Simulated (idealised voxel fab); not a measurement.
The process module that follows is named voxel quadruple lines.
The cross-section on display is named cut; it measures 300 nm wide, and its cells are 5 nm squares.
Cross-sections here: square-cell grids, written as top-down lists of bands, a band being one or more rows of cells. A band entry consists of two parts. The first gives the height of the band's top and the height of its bottom, in nm. The rest lists the band's materials from left to right, each with its width in nm. A single material labelled with the word "everywhere" fills the band from edge to edge, and the word "air" marks empty space. Height reference: 0 = level under which incoming wafer is all one material. Lowest band: no bottom, runs on downward, e.g. "top 0, no bottom". You'd read "30..40" like this: the band's top row of cells is as wide as the first number, its bottom row is as wide as the second, and going down, every row changes width by the same amount as the row before did. "no alterations made" for a step: no cell of the cross-section changed in that step. If an empty space has no open way to the top and is at least 8 cells in size, "Sealed internal cavities" lists it, written width x height at distance, where distance is measured from the left edge and every value is in nm. Whatever follows a step's settings on its line is a remark the simulator itself makes about that step. A step's line can hold "overlay nm"; with a mask on that step, the setting says how far right of the planned place the mask lay, while a negative setting says it lay to the left. Reading key. Pairs: pre-step and post-step cross-section, one process step apart; post-step view only to lowest changed band. Step between + settings: beneath pair. Runs: pairs may be from different runs of this module, same starting wafer. Continuation from pair above: only where "Prior to step" entry says.
## Prior to step
- top 0, no bottom | Si everywhere
- Sealed internal cavities: none
## Cross-Section Thereafter
- top 5, bottom 0 | Al2O3 everywhere
- Note: structure below 0 unchanged.
- Sealed internal cavities: none
The two cross-sections above are separated by a single process step, namely op CONFORMAL_DEP | material Al2O3 | thk nm 5
Prior to step: carried over from the after image of the pair right above.
## Cross-Section Thereafter
- top 15, bottom 5 | W everywhere
- Note: structure below 5 unchanged.
- Sealed internal cavities: none
The two cross-sections above are separated by a single process step, namely op DIRECTIONAL_DEP | material W | thk nm 10
Prior to step: carried over from the after image of the pair right above.
## Cross-Section Thereafter
- top 30, bottom 15 | polySi everywhere
- Note: structure below 15 unchanged.
- Sealed internal cavities: none
The two cross-sections above are separated by a single process step, namely op DIRECTIONAL_DEP | material polySi | thk nm 15
Prior to step: carried over from the after image of the pair right above.
## Cross-Section Thereafter
- top 55, bottom 30 | aC everywhere
- Note: structure below 30 unchanged.
- Sealed internal cavities: none
The two cross-sections above are separated by a single process step, namely op DIRECTIONAL_DEP | material aC | thk nm 25
Prior to step: carried over from the after image of the pair right above.
## Cross-Section Thereafter
- top 85, bottom 55 | air: 95 / resist: 30 / air: 50 / resist: 30 / air: 95
- Note: structure below 55 unchanged.
- Sealed internal cavities: none
The two cross-sections above are separated by a single process step, namely op PATTERN | tone cover | mask id MANDREL | material resist | width nm 30 | pitch nm 80 | thk nm 30 | overlay nm 0
Prior to step: carried over from the after image of the pair right above.
## Cross-Section Thereafter
- top 60, bottom 55 | air: 95 / resist: 30 / air: 50 / resist: 30 / air: 95
- top 55, bottom 30 | air: 95 / aC: 30 / air: 50 / aC: 30 / air: 95
- Note: structure below 30 unchanged.
- Sealed internal cavities: none
The two cross-sections above are separated by a single process step, namely op DIRECTIONAL_ETCH | etch materials aC | depth nm 25
Prior to step: carried over from the after image of the pair right above.
## Cross-Section Thereafter
- top 55, bottom 30 | air: 95 / aC: 30 / air: 50 / aC: 30 / air: 95
- Note: structure below 30 unchanged.
- Sealed internal cavities: none
The two cross-sections above are separated by a single process step, namely op STRIP | etch materials resist
Prior to step: carried over from the after image of the pair right above.
## Cross-Section Thereafter
- top 65, bottom 55 | air: 85 / SiO2: 50 / air: 30 / SiO2: 50 / air: 85
- top 55, bottom 40 | air: 85 / SiO2: 10 / aC: 30 / SiO2: 10 / air: 30 / SiO2: 10 / aC: 30 / SiO2: 10 / air: 85
- top 40, bottom 30 | SiO2: 95 / aC: 30 / SiO2: 50 / aC: 30 / SiO2: 95
- Note: structure below 30 unchanged.
- Sealed internal cavities: none
The two cross-sections above are separated by a single process step, namely op CONFORMAL_DEP | material SiO2 | thk nm 10
Prior to step: carried over from the after image of the pair right above.
## Cross-Section Thereafter
- top 55, bottom 30 | air: 85 / SiO2: 10 / aC: 30 / SiO2: 10 / air: 30 / SiO2: 10 / aC: 30 / SiO2: 10 / air: 85
- Note: structure below 30 unchanged.
- Sealed internal cavities: none
The two cross-sections above are separated by a single process step, namely op DIRECTIONAL_ETCH | etch materials SiO2 | depth nm 10
Prior to step: carried over from the after image of the pair right above.
## Cross-Section Thereafter
- top 55, bottom 30 | air: 85 / SiO2: 10 / air: 30 / SiO2: 10 / air: 30 / SiO2: 10 / air: 30 / SiO2: 10 / air: 85
- Note: structure below 30 unchanged.
- Sealed internal cavities: none
The two cross-sections above are separated by a single process step, namely op STRIP | etch materials aC
Prior to step: carried over from the after image of the pair right above.
## Cross-Section Thereafter
- top 55, bottom 30 | air: 85 / SiO2: 10 / air: 30 / SiO2: 10 / air: 30 / SiO2: 10 / air: 30 / SiO2: 10 / air: 85
- top 30, bottom 15 | air: 85 / polySi: 10 / air: 30 / polySi: 10 / air: 30 / polySi: 10 / air: 30 / polySi: 10 / air: 85
- Note: structure below 15 unchanged.
- Sealed internal cavities: none
The two cross-sections above are separated by a single process step, namely op DIRECTIONAL_ETCH | etch materials polySi | depth nm 15
Prior to step: carried over from the after image of the pair right above.
## Cross-Section Thereafter
- top 30, bottom 15 | air: 85 / polySi: 10 / air: 30 / polySi: 10 / air: 30 / polySi: 10 / air: 30 / polySi: 10 / air: 85
- Note: structure below 15 unchanged.
- Sealed internal cavities: none
The two cross-sections above are separated by a single process step, namely op STRIP | etch materials SiO2
Prior to step: carried over from the after image of the pair right above.
## Cross-Section Thereafter
- top 40, bottom 30 | air: 75 / SiN: 30 / air: 10 / SiN: 30 / air: 10 / SiN: 30 / air: 10 / SiN: 30 / air: 75
- top 30, bottom 25 | air: 75 / SiN: 10 / polySi: 10 / SiN: 10 / air: 10 / SiN: 10 / polySi: 10 / SiN: 10 / air: 10 / SiN: 10 / polySi: 10 / SiN: 10 / air: 10 / SiN: 10 / polySi: 10 / SiN: 10 / air: 75
- top 25, bottom 15 | SiN: 85 / polySi: 10 / SiN: 30 / polySi: 10 / SiN: 30 / polySi: 10 / SiN: 30 / polySi: 10 / SiN: 85
- Note: structure below 15 unchanged.
- Sealed internal cavities: none
The two cross-sections above are separated by a single process step, namely op CONFORMAL_DEP | material SiN | thk nm 10
Prior to step: carried over from the after image of the pair right above.
## Cross-Section Thereafter
- top 30, bottom 15 | air: 75 / SiN: 10 / polySi: 10 / SiN: 10 / air: 10 / SiN: 10 / polySi: 10 / SiN: 10 / air: 10 / SiN: 10 / polySi: 10 / SiN: 10 / air: 10 / SiN: 10 / polySi: 10 / SiN: 10 / air: 75
- Note: structure below 15 unchanged.
- Sealed internal cavities: none
The two cross-sections above are separated by a single process step, namely op DIRECTIONAL_ETCH | etch materials SiN | depth nm 10
Prior to step: carried over from the after image of the pair right above.
## Cross-Section Thereafter
- top 30, bottom 15 | air: 75 / SiN: 10 / air: 10 / SiN: 10 / air: 10 / SiN: 10 / air: 10 / SiN: 10 / air: 10 / SiN: 10 / air: 10 / SiN: 10 / air: 10 / SiN: 10 / air: 10 / SiN: 10 / air: 75
- Note: structure below 15 unchanged.
- Sealed internal cavities: none
The two cross-sections above are separated by a single process step, namely op STRIP | etch materials polySi
Prior to step: carried over from the after image of the pair right above.
## Cross-Section Thereafter
- top 30, bottom 15 | air: 75 / SiN: 10 / air: 10 / SiN: 10 / air: 10 / SiN: 10 / air: 10 / SiN: 10 / air: 10 / SiN: 10 / air: 10 / SiN: 10 / air: 10 / SiN: 10 / air: 10 / SiN: 10 / air: 75
- top 15, bottom 5 | air: 75 / W: 10 / air: 10 / W: 10 / air: 10 / W: 10 / air: 10 / W: 10 / air: 10 / W: 10 / air: 10 / W: 10 / air: 10 / W: 10 / air: 10 / W: 10 / air: 75
- Note: structure below 5 unchanged.
- Sealed internal cavities: none
The two cross-sections above are separated by a single process step, namely op DIRECTIONAL_ETCH | etch materials W | depth nm 10
Prior to step: carried over from the after image of the pair right above.
## Cross-Section Thereafter
- top 15, bottom 5 | air: 75 / W: 10 / air: 10 / W: 10 / air: 10 / W: 10 / air: 10 / W: 10 / air: 10 / W: 10 / air: 10 / W: 10 / air: 10 / W: 10 / air: 10 / W: 10 / air: 75
- Note: structure below 5 unchanged.
- Sealed internal cavities: none
The two cross-sections above are separated by a single process step, namely op STRIP | etch materials SiN
## Prior to step
- top 0, no bottom | Si everywhere
- Sealed internal cavities: none
## Cross-Section Thereafter
- top 10, bottom 0 | W everywhere
- Note: structure below 0 unchanged.
- Sealed internal cavities: none
The two cross-sections above are separated by a single process step, namely op DIRECTIONAL_DEP | material W | thk nm 10
Prior to step: carried over from the after image of the pair right above.
## Cross-Section Thereafter
- top 25, bottom 10 | polySi everywhere
- Note: structure below 10 unchanged.
- Sealed internal cavities: none
The two cross-sections above are separated by a single process step, namely op DIRECTIONAL_DEP | material polySi | thk nm 15
Prior to step: carried over from the after image of the pair right above.
## Cross-Section Thereafter
- top 50, bottom 25 | aC everywhere
- Note: structure below 25 unchanged.
- Sealed internal cavities: none
The two cross-sections above are separated by a single process step, namely op DIRECTIONAL_DEP | material aC | thk nm 25
Prior to step: carried over from the after image of the pair right above.
## Cross-Section Thereafter
- top 80, bottom 50 | air: 95 / resist: 30 / air: 50 / resist: 30 / air: 95
- Note: structure below 50 unchanged.
- Sealed internal cavities: none
The two cross-sections above are separated by a single process step, namely op PATTERN | tone cover | mask id MANDREL | material resist | width nm 30 | pitch nm 80 | thk nm 30 | overlay nm 0
Prior to step: carried over from the after image of the pair right above.
## Cross-Section Thereafter
- top 55, bottom 50 | air: 95 / resist: 30 / air: 50 / resist: 30 / air: 95
- top 50, bottom 25 | air: 95 / aC: 30 / air: 50 / aC: 30 / air: 95
- Note: structure below 25 unchanged.
- Sealed internal cavities: none
The two cross-sections above are separated by a single process step, namely op DIRECTIONAL_ETCH | etch materials aC | depth nm 25
Prior to step: carried over from the after image of the pair right above.
## Cross-Section Thereafter
- top 50, bottom 25 | air: 95 / aC: 30 / air: 50 / aC: 30 / air: 95
- Note: structure below 25 unchanged.
- Sealed internal cavities: none
The two cross-sections above are separated by a single process step, namely op STRIP | etch materials resist
Prior to step: carried over from the after image of the pair right above.
## Cross-Section Thereafter
- top 60, bottom 50 | air: 85 / SiO2: 50 / air: 30 / SiO2: 50 / air: 85
- top 50, bottom 35 | air: 85 / SiO2: 10 / aC: 30 / SiO2: 10 / air: 30 / SiO2: 10 / aC: 30 / SiO2: 10 / air: 85
- top 35, bottom 25 | SiO2: 95 / aC: 30 / SiO2: 50 / aC: 30 / SiO2: 95
- Note: structure below 25 unchanged.
- Sealed internal cavities: none
The two cross-sections above are separated by a single process step, namely op CONFORMAL_DEP | material SiO2 | thk nm 10
Prior to step: carried over from the after image of the pair right above.
## Cross-Section Thereafter
- top 50, bottom 25 | air: 85 / SiO2: 10 / aC: 30 / SiO2: 10 / air: 30 / SiO2: 10 / aC: 30 / SiO2: 10 / air: 85
- Note: structure below 25 unchanged.
- Sealed internal cavities: none
The two cross-sections above are separated by a single process step, namely op DIRECTIONAL_ETCH | etch materials SiO2 | depth nm 10
Prior to step: carried over from the after image of the pair right above.
## Cross-Section Thereafter
- top 50, bottom 25 | air: 85 / SiO2: 10 / air: 30 / SiO2: 10 / air: 30 / SiO2: 10 / air: 30 / SiO2: 10 / air: 85
- Note: structure below 25 unchanged.
- Sealed internal cavities: none
The two cross-sections above are separated by a single process step, namely op STRIP | etch materials aC
Prior to step: carried over from the after image of the pair right above.
## Cross-Section Thereafter
- top 50, bottom 25 | air: 85 / SiO2: 10 / air: 30 / SiO2: 10 / air: 30 / SiO2: 10 / air: 30 / SiO2: 10 / air: 85
- top 25, bottom 10 | air: 85 / polySi: 10 / air: 30 / polySi: 10 / air: 30 / polySi: 10 / air: 30 / polySi: 10 / air: 85
- Note: structure below 10 unchanged.
- Sealed internal cavities: none
The two cross-sections above are separated by a single process step, namely op DIRECTIONAL_ETCH | etch materials polySi | depth nm 15
Prior to step: carried over from the after image of the pair right above.
## Cross-Section Thereafter
- top 25, bottom 10 | air: 85 / polySi: 10 / air: 30 / polySi: 10 / air: 30 / polySi: 10 / air: 30 / polySi: 10 / air: 85
- Note: structure below 10 unchanged.
- Sealed internal cavities: none
The two cross-sections above are separated by a single process step, namely op STRIP | etch materials SiO2
Prior to step: carried over from the after image of the pair right above.
## Cross-Section Thereafter
- top 35, bottom 25 | air: 75 / SiN: 30 / air: 10 / SiN: 30 / air: 10 / SiN: 30 / air: 10 / SiN: 30 / air: 75
- top 25, bottom 20 | air: 75 / SiN: 10 / polySi: 10 / SiN: 10 / air: 10 / SiN: 10 / polySi: 10 / SiN: 10 / air: 10 / SiN: 10 / polySi: 10 / SiN: 10 / air: 10 / SiN: 10 / polySi: 10 / SiN: 10 / air: 75
- top 20, bottom 10 | SiN: 85 / polySi: 10 / SiN: 30 / polySi: 10 / SiN: 30 / polySi: 10 / SiN: 30 / polySi: 10 / SiN: 85
- Note: structure below 10 unchanged.
- Sealed internal cavities: none
The two cross-sections above are separated by a single process step, namely op CONFORMAL_DEP | material SiN | thk nm 10
Prior to step: carried over from the after image of the pair right above.
## Cross-Section Thereafter
- top 25, bottom 10 | air: 75 / SiN: 10 / polySi: 10 / SiN: 10 / air: 10 / SiN: 10 / polySi: 10 / SiN: 10 / air: 10 / SiN: 10 / polySi: 10 / SiN: 10 / air: 10 / SiN: 10 / polySi: 10 / SiN: 10 / air: 75
- Note: structure below 10 unchanged.
- Sealed internal cavities: none
The two cross-sections above are separated by a single process step, namely op DIRECTIONAL_ETCH | etch materials SiN | depth nm 10
Prior to step: carried over from the after image of the pair right above.
## Cross-Section Thereafter
- top 25, bottom 10 | air: 75 / SiN: 10 / air: 10 / SiN: 10 / air: 10 / SiN: 10 / air: 10 / SiN: 10 / air: 10 / SiN: 10 / air: 10 / SiN: 10 / air: 10 / SiN: 10 / air: 10 / SiN: 10 / air: 75
- Note: structure below 10 unchanged.
- Sealed internal cavities: none
The two cross-sections above are separated by a single process step, namely op STRIP | etch materials polySi
Prior to step: carried over from the after image of the pair right above.
## Cross-Section Thereafter
- top 25, bottom 10 | air: 75 / SiN: 10 / air: 10 / SiN: 10 / air: 10 / SiN: 10 / air: 10 / SiN: 10 / air: 10 / SiN: 10 / air: 10 / SiN: 10 / air: 10 / SiN: 10 / air: 10 / SiN: 10 / air: 75
- top 10, bottom 0 | air: 75 / W: 10 / air: 10 / W: 10 / air: 10 / W: 10 / air: 10 / W: 10 / air: 10 / W: 10 / air: 10 / W: 10 / air: 10 / W: 10 / air: 10 / W: 10 / air: 75
- Note: structure below 0 unchanged.
- Sealed internal cavities: none
The two cross-sections above are separated by a single process step, namely op DIRECTIONAL_ETCH | etch materials W | depth nm 10
Prior to step: carried over from the after image of the pair right above.
## Cross-Section Thereafter
- top 10, bottom 0 | air: 75 / W: 10 / air: 10 / W: 10 / air: 10 / W: 10 / air: 10 / W: 10 / air: 10 / W: 10 / air: 10 / W: 10 / air: 10 / W: 10 / air: 10 / W: 10 / air: 75
- Note: structure below 0 unchanged.
- Sealed internal cavities: none
The two cross-sections above are separated by a single process step, namely op STRIP | etch materials SiN
## Prior to step
- top 30, bottom 15 | air: 75 / SiN: 10 / polySi: 10 / SiN: 10 / air: 10 / SiN: 10 / polySi: 10 / SiN: 10 / air: 10 / SiN: 10 / polySi: 10 / SiN: 10 / air: 10 / SiN: 10 / polySi: 10 / SiN: 10 / air: 75
- top 15, bottom 5 | W everywhere
- top 5, bottom 0 | Al2O3 everywhere
- top 0, no bottom | Si everywhere
- Sealed internal cavities: none
## Cross-Section Thereafter
- top 30, bottom 15 | air: 75 / SiN: 10 / polySi: 10 / SiN: 10 / air: 10 / SiN: 10 / polySi: 10 / SiN: 10 / air: 10 / SiN: 10 / polySi: 10 / SiN: 10 / air: 10 / SiN: 10 / polySi: 10 / SiN: 10 / air: 75
- top 15, bottom 5 | air: 75 / W: 30 / air: 10 / W: 30 / air: 10 / W: 30 / air: 10 / W: 30 / air: 75
- Note: structure below 5 unchanged.
- Sealed internal cavities: none
The two cross-sections above are separated by a single process step, namely op DIRECTIONAL_ETCH | etch materials W | depth nm 10
Prior to step: carried over from the after image of the pair right above.
## Cross-Section Thereafter
- top 30, bottom 15 | air: 75 / SiN: 10 / air: 10 / SiN: 10 / air: 10 / SiN: 10 / air: 10 / SiN: 10 / air: 10 / SiN: 10 / air: 10 / SiN: 10 / air: 10 / SiN: 10 / air: 10 / SiN: 10 / air: 75
- Note: structure below 15 unchanged.
- Sealed internal cavities: none
The two cross-sections above are separated by a single process step, namely op STRIP | etch materials polySi
Prior to step: carried over from the after image of the pair right above.
## Cross-Section Thereafter
- top 15, bottom 5 | air: 75 / W: 30 / air: 10 / W: 30 / air: 10 / W: 30 / air: 10 / W: 30 / air: 75
- Note: structure below 5 unchanged.
- Sealed internal cavities: none
The two cross-sections above are separated by a single process step, namely op STRIP | etch materials SiN
## Prior to step
- top 5, bottom 0 | Al2O3 everywhere
- top 0, no bottom | Si everywhere
- Sealed internal cavities: none
## Cross-Section Thereafter
- top 20, bottom 5 | W everywhere
- Note: structure below 5 unchanged.
- Sealed internal cavities: none
The two cross-sections above are separated by a single process step, namely op DIRECTIONAL_DEP | material W | thk nm 15
Prior to step: carried over from the after image of the pair right above.
## Cross-Section Thereafter
- top 35, bottom 20 | polySi everywhere
- Note: structure below 20 unchanged.
- Sealed internal cavities: none
The two cross-sections above are separated by a single process step, namely op DIRECTIONAL_DEP | material polySi | thk nm 15
Prior to step: carried over from the after image of the pair right above.
## Cross-Section Thereafter
- top 60, bottom 35 | aC everywhere
- Note: structure below 35 unchanged.
- Sealed internal cavities: none
The two cross-sections above are separated by a single process step, namely op DIRECTIONAL_DEP | material aC | thk nm 25
Prior to step: carried over from the after image of the pair right above.
## Cross-Section Thereafter
- top 90, bottom 60 | air: 95 / resist: 30 / air: 50 / resist: 30 / air: 95
- Note: structure below 60 unchanged.
- Sealed internal cavities: none
The two cross-sections above are separated by a single process step, namely op PATTERN | tone cover | mask id MANDREL | material resist | width nm 30 | pitch nm 80 | thk nm 30 | overlay nm 0
Prior to step: carried over from the after image of the pair right above.
## Cross-Section Thereafter
- top 65, bottom 60 | air: 95 / resist: 30 / air: 50 / resist: 30 / air: 95
- top 60, bottom 35 | air: 95 / aC: 30 / air: 50 / aC: 30 / air: 95
- Note: structure below 35 unchanged.
- Sealed internal cavities: none
The two cross-sections above are separated by a single process step, namely op DIRECTIONAL_ETCH | etch materials aC | depth nm 25
Prior to step: carried over from the after image of the pair right above.
## Cross-Section Thereafter
- top 60, bottom 35 | air: 95 / aC: 30 / air: 50 / aC: 30 / air: 95
- Note: structure below 35 unchanged.
- Sealed internal cavities: none
The two cross-sections above are separated by a single process step, namely op STRIP | etch materials resist
Prior to step: carried over from the after image of the pair right above.
## Cross-Section Thereafter
- top 70, bottom 60 | air: 85 / SiO2: 50 / air: 30 / SiO2: 50 / air: 85
- top 60, bottom 45 | air: 85 / SiO2: 10 / aC: 30 / SiO2: 10 / air: 30 / SiO2: 10 / aC: 30 / SiO2: 10 / air: 85
- top 45, bottom 35 | SiO2: 95 / aC: 30 / SiO2: 50 / aC: 30 / SiO2: 95
- Note: structure below 35 unchanged.
- Sealed internal cavities: none
The two cross-sections above are separated by a single process step, namely op CONFORMAL_DEP | material SiO2 | thk nm 10
Prior to step: carried over from the after image of the pair right above.
## Cross-Section Thereafter
- top 60, bottom 35 | air: 85 / SiO2: 10 / aC: 30 / SiO2: 10 / air: 30 / SiO2: 10 / aC: 30 / SiO2: 10 / air: 85
- Note: structure below 35 unchanged.
- Sealed internal cavities: none
The two cross-sections above are separated by a single process step, namely op DIRECTIONAL_ETCH | etch materials SiO2 | depth nm 10
Prior to step: carried over from the after image of the pair right above.
## Cross-Section Thereafter
- top 60, bottom 35 | air: 85 / SiO2: 10 / air: 30 / SiO2: 10 / air: 30 / SiO2: 10 / air: 30 / SiO2: 10 / air: 85
- Note: structure below 35 unchanged.
- Sealed internal cavities: none
The two cross-sections above are separated by a single process step, namely op STRIP | etch materials aC
Prior to step: carried over from the after image of the pair right above.
## Cross-Section Thereafter
- top 60, bottom 35 | air: 85 / SiO2: 10 / air: 30 / SiO2: 10 / air: 30 / SiO2: 10 / air: 30 / SiO2: 10 / air: 85
- top 35, bottom 20 | air: 85 / polySi: 10 / air: 30 / polySi: 10 / air: 30 / polySi: 10 / air: 30 / polySi: 10 / air: 85
- Note: structure below 20 unchanged.
- Sealed internal cavities: none
The two cross-sections above are separated by a single process step, namely op DIRECTIONAL_ETCH | etch materials polySi | depth nm 15
Prior to step: carried over from the after image of the pair right above.
## Cross-Section Thereafter
- top 35, bottom 20 | air: 85 / polySi: 10 / air: 30 / polySi: 10 / air: 30 / polySi: 10 / air: 30 / polySi: 10 / air: 85
- Note: structure below 20 unchanged.
- Sealed internal cavities: none
The two cross-sections above are separated by a single process step, namely op STRIP | etch materials SiO2
Prior to step: carried over from the after image of the pair right above.
## Cross-Section Thereafter
- top 45, bottom 35 | air: 75 / SiN: 30 / air: 10 / SiN: 30 / air: 10 / SiN: 30 / air: 10 / SiN: 30 / air: 75
- top 35, bottom 30 | air: 75 / SiN: 10 / polySi: 10 / SiN: 10 / air: 10 / SiN: 10 / polySi: 10 / SiN: 10 / air: 10 / SiN: 10 / polySi: 10 / SiN: 10 / air: 10 / SiN: 10 / polySi: 10 / SiN: 10 / air: 75
- top 30, bottom 20 | SiN: 85 / polySi: 10 / SiN: 30 / polySi: 10 / SiN: 30 / polySi: 10 / SiN: 30 / polySi: 10 / SiN: 85
- Note: structure below 20 unchanged.
- Sealed internal cavities: none
The two cross-sections above are separated by a single process step, namely op CONFORMAL_DEP | material SiN | thk nm 10
Prior to step: carried over from the after image of the pair right above.
## Cross-Section Thereafter
- top 35, bottom 20 | air: 75 / SiN: 10 / polySi: 10 / SiN: 10 / air: 10 / SiN: 10 / polySi: 10 / SiN: 10 / air: 10 / SiN: 10 / polySi: 10 / SiN: 10 / air: 10 / SiN: 10 / polySi: 10 / SiN: 10 / air: 75
- Note: structure below 20 unchanged.
- Sealed internal cavities: none
The two cross-sections above are separated by a single process step, namely op DIRECTIONAL_ETCH | etch materials SiN | depth nm 10
Prior to step: carried over from the after image of the pair right above.
## Cross-Section Thereafter
- top 35, bottom 20 | air: 75 / SiN: 10 / air: 10 / SiN: 10 / air: 10 / SiN: 10 / air: 10 / SiN: 10 / air: 10 / SiN: 10 / air: 10 / SiN: 10 / air: 10 / SiN: 10 / air: 10 / SiN: 10 / air: 75
- Note: structure below 20 unchanged.
- Sealed internal cavities: none
The two cross-sections above are separated by a single process step, namely op STRIP | etch materials polySi
Prior to step: carried over from the after image of the pair right above.
## Cross-Section Thereafter
- top 35, bottom 20 | air: 75 / SiN: 10 / air: 10 / SiN: 10 / air: 10 / SiN: 10 / air: 10 / SiN: 10 / air: 10 / SiN: 10 / air: 10 / SiN: 10 / air: 10 / SiN: 10 / air: 10 / SiN: 10 / air: 75
- top 20, bottom 10 | air: 75 / W: 10 / air: 10 / W: 10 / air: 10 / W: 10 / air: 10 / W: 10 / air: 10 / W: 10 / air: 10 / W: 10 / air: 10 / W: 10 / air: 10 / W: 10 / air: 75
- Note: structure below 10 unchanged.
- Sealed internal cavities: none
The two cross-sections above are separated by a single process step, namely op DIRECTIONAL_ETCH | etch materials W | depth nm 10
Prior to step: carried over from the after image of the pair right above.
## Cross-Section Thereafter
- top 20, bottom 10 | air: 75 / W: 10 / air: 10 / W: 10 / air: 10 / W: 10 / air: 10 / W: 10 / air: 10 / W: 10 / air: 10 / W: 10 / air: 10 / W: 10 / air: 10 / W: 10 / air: 75
- Note: structure below 10 unchanged.
- Sealed internal cavities: none
The two cross-sections above are separated by a single process step, namely op STRIP | etch materials SiN
## Prior to step
- top 55, bottom 30 | aC everywhere
- top 30, bottom 15 | polySi everywhere
- top 15, bottom 5 | W everywhere
- top 5, bottom 0 | Al2O3 everywhere
- top 0, no bottom | Si everywhere
- Sealed internal cavities: none
## Cross-Section Thereafter
- top 85, bottom 55 | air: 100 / resist: 20 / air: 60 / resist: 20 / air: 100
- Note: structure below 55 unchanged.
- Sealed internal cavities: none
The two cross-sections above are separated by a single process step, namely op PATTERN | tone cover | mask id MANDREL | material resist | width nm 20 | pitch nm 80 | thk nm 30 | overlay nm 0
Prior to step: carried over from the after image of the pair right above.
## Cross-Section Thereafter
- top 60, bottom 55 | air: 100 / resist: 20 / air: 60 / resist: 20 / air: 100
- top 55, bottom 30 | air: 100 / aC: 20 / air: 60 / aC: 20 / air: 100
- Note: structure below 30 unchanged.
- Sealed internal cavities: none
The two cross-sections above are separated by a single process step, namely op DIRECTIONAL_ETCH | etch materials aC | depth nm 25
Prior to step: carried over from the after image of the pair right above.
## Cross-Section Thereafter
- top 55, bottom 30 | air: 100 / aC: 20 / air: 60 / aC: 20 / air: 100
- Note: structure below 30 unchanged.
- Sealed internal cavities: none
The two cross-sections above are separated by a single process step, namely op STRIP | etch materials resist
Prior to step: carried over from the after image of the pair right above.
## Cross-Section Thereafter
- top 65, bottom 55 | air: 90 / SiO2: 40 / air: 40 / SiO2: 40 / air: 90
- top 55, bottom 40 | air: 90 / SiO2: 10 / aC: 20 / SiO2: 10 / air: 40 / SiO2: 10 / aC: 20 / SiO2: 10 / air: 90
- top 40, bottom 30 | SiO2: 100 / aC: 20 / SiO2: 60 / aC: 20 / SiO2: 100
- Note: structure below 30 unchanged.
- Sealed internal cavities: none
The two cross-sections above are separated by a single process step, namely op CONFORMAL_DEP | material SiO2 | thk nm 10
Prior to step: carried over from the after image of the pair right above.
## Cross-Section Thereafter
- top 55, bottom 30 | air: 90 / SiO2: 10 / aC: 20 / SiO2: 10 / air: 40 / SiO2: 10 / aC: 20 / SiO2: 10 / air: 90
- Note: structure below 30 unchanged.
- Sealed internal cavities: none
The two cross-sections above are separated by a single process step, namely op DIRECTIONAL_ETCH | etch materials SiO2 | depth nm 10
Prior to step: carried over from the after image of the pair right above.
## Cross-Section Thereafter
- top 55, bottom 30 | air: 90 / SiO2: 10 / air: 20 / SiO2: 10 / air: 40 / SiO2: 10 / air: 20 / SiO2: 10 / air: 90
- Note: structure below 30 unchanged.
- Sealed internal cavities: none
The two cross-sections above are separated by a single process step, namely op STRIP | etch materials aC
Prior to step: carried over from the after image of the pair right above.
## Cross-Section Thereafter
- top 55, bottom 30 | air: 90 / SiO2: 10 / air: 20 / SiO2: 10 / air: 40 / SiO2: 10 / air: 20 / SiO2: 10 / air: 90
- top 30, bottom 15 | air: 90 / polySi: 10 / air: 20 / polySi: 10 / air: 40 / polySi: 10 / air: 20 / polySi: 10 / air: 90
- Note: structure below 15 unchanged.
- Sealed internal cavities: none
The two cross-sections above are separated by a single process step, namely op DIRECTIONAL_ETCH | etch materials polySi | depth nm 15
Prior to step: carried over from the after image of the pair right above.
## Cross-Section Thereafter
- top 30, bottom 15 | air: 90 / polySi: 10 / air: 20 / polySi: 10 / air: 40 / polySi: 10 / air: 20 / polySi: 10 / air: 90
- Note: structure below 15 unchanged.
- Sealed internal cavities: none
The two cross-sections above are separated by a single process step, namely op STRIP | etch materials SiO2
Prior to step: carried over from the after image of the pair right above.
## Cross-Section Thereafter
- top 40, bottom 30 | air: 80 / SiN: 60 / air: 20 / SiN: 60 / air: 80
- top 30, bottom 25 | air: 80 / SiN: 10 / polySi: 10 / SiN: 20 / polySi: 10 / SiN: 10 / air: 20 / SiN: 10 / polySi: 10 / SiN: 20 / polySi: 10 / SiN: 10 / air: 80
- top 25, bottom 15 | SiN: 90 / polySi: 10 / SiN: 20 / polySi: 10 / SiN: 40 / polySi: 10 / SiN: 20 / polySi: 10 / SiN: 90
- Note: structure below 15 unchanged.
- Sealed internal cavities: none
The two cross-sections above are separated by a single process step, namely op CONFORMAL_DEP | material SiN | thk nm 10
Prior to step: carried over from the after image of the pair right above.
## Cross-Section Thereafter
- top 30, bottom 15 | air: 80 / SiN: 10 / polySi: 10 / SiN: 20 / polySi: 10 / SiN: 10 / air: 20 / SiN: 10 / polySi: 10 / SiN: 20 / polySi: 10 / SiN: 10 / air: 80
- Note: structure below 15 unchanged.
- Sealed internal cavities: none
The two cross-sections above are separated by a single process step, namely op DIRECTIONAL_ETCH | etch materials SiN | depth nm 10
Prior to step: carried over from the after image of the pair right above.
## Cross-Section Thereafter
- top 30, bottom 15 | air: 80 / SiN: 10 / air: 10 / SiN: 20 / air: 10 / SiN: 10 / air: 20 / SiN: 10 / air: 10 / SiN: 20 / air: 10 / SiN: 10 / air: 80
- Note: structure below 15 unchanged.
- Sealed internal cavities: none
The two cross-sections above are separated by a single process step, namely op STRIP | etch materials polySi
Prior to step: carried over from the after image of the pair right above.
## Cross-Section Thereafter
- top 30, bottom 15 | air: 80 / SiN: 10 / air: 10 / SiN: 20 / air: 10 / SiN: 10 / air: 20 / SiN: 10 / air: 10 / SiN: 20 / air: 10 / SiN: 10 / air: 80
- top 15, bottom 5 | air: 80 / W: 10 / air: 10 / W: 20 / air: 10 / W: 10 / air: 20 / W: 10 / air: 10 / W: 20 / air: 10 / W: 10 / air: 80
- Note: structure below 5 unchanged.
- Sealed internal cavities: none
The two cross-sections above are separated by a single process step, namely op DIRECTIONAL_ETCH | etch materials W | depth nm 10
Prior to step: carried over from the after image of the pair right above.
## Cross-Section Thereafter
- top 15, bottom 5 | air: 80 / W: 10 / air: 10 / W: 20 / air: 10 / W: 10 / air: 20 / W: 10 / air: 10 / W: 20 / air: 10 / W: 10 / air: 80
- Note: structure below 5 unchanged.
- Sealed internal cavities: none
The two cross-sections above are separated by a single process step, namely op STRIP | etch materials SiN
## Prior to step
- top 55, bottom 30 | aC everywhere
- top 30, bottom 15 | polySi everywhere
- top 15, bottom 5 | W everywhere
- top 5, bottom 0 | Al2O3 everywhere
- top 0, no bottom | Si everywhere
- Sealed internal cavities: none
## Cross-Section Thereafter
- top 85, bottom 55 | air: 105 / resist: 30 / air: 50 / resist: 30 / air: 85
- Note: structure below 55 unchanged.
- Sealed internal cavities: none
The two cross-sections above are separated by a single process step, namely op PATTERN | tone cover | mask id MANDREL | material resist | width nm 30 | pitch nm 80 | thk nm 30 | overlay nm 10
